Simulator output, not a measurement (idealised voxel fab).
process module | voxel tone inversion
cross-section cut | 160 nm wide | cells 5 nm
A cross-section is a grid of square cells, given in bands from the top down. A band is one or more rows of cells.
Each band's line starts with the height of the band's top and of its bottom, in nm. Then come its materials from left to right, each with its width in nm. One material with "throughout" fills the band from edge to edge. "air" is empty space.
Height 0 is the level under which the wafer as received is all one material. The lowest band goes on downwards, as in "0 down".
A width such as "30 to 40" changes by the same amount from each row of cells to the next, from the band's top row to its bottom row.
"no change" after a step means that no cell of the cross-section changed.
closed voids: empty space of 8 cells or more with no open way to the top, each as width x height at its distance from the left edge, in nm
after a step's settings: what the simulator itself notes on the step
overlay nm, on a step with a mask: how far to the right of its planned place the mask lay; to the left if negative
plan
1 op RECEIVE | material Si
2 op CONFORMAL_DEP | material SiN | thk nm 10
3 op DIRECTIONAL_DEP | material aC | thk nm 15
4 op PATTERN | tone cover | mask id POSTS | material resist | width nm 20 | pitch nm 50 | thk nm 20 | overlay nm 0
5 op DIRECTIONAL_ETCH | etch materials aC | depth nm 15
6 op STRIP | etch materials resist
7 op FILL_DEP | material SiO2 | thk nm 5
8 op CMP | height nm 25
9 op STRIP | etch materials aC
as received, after step 1
  0 down: Si throughout
  closed voids: none
first wafer at the end, as planned
  25 to 10: SiO2 20 | air 20 | SiO2 30 | air 20 | SiO2 30 | air 20 | SiO2 20
  10 to 0: SiN throughout
  0 down: Si throughout
  closed voids: none
second wafer at the end: like start, like plan, one mistake
  25 to 10: air 20 | SiO2 20 | air 30 | SiO2 20 | air 30 | SiO2 20 | air 20
  10 to 0: SiN throughout
  0 down: Si throughout
  closed voids: none
what went wrong: step 4 ran as: op PATTERN | tone open | mask id POSTS | material resist | width nm 20 | pitch nm 50 | thk nm 20 | overlay nm 0
at the end the second wafer has, in cells: 24 fewer of SiO2
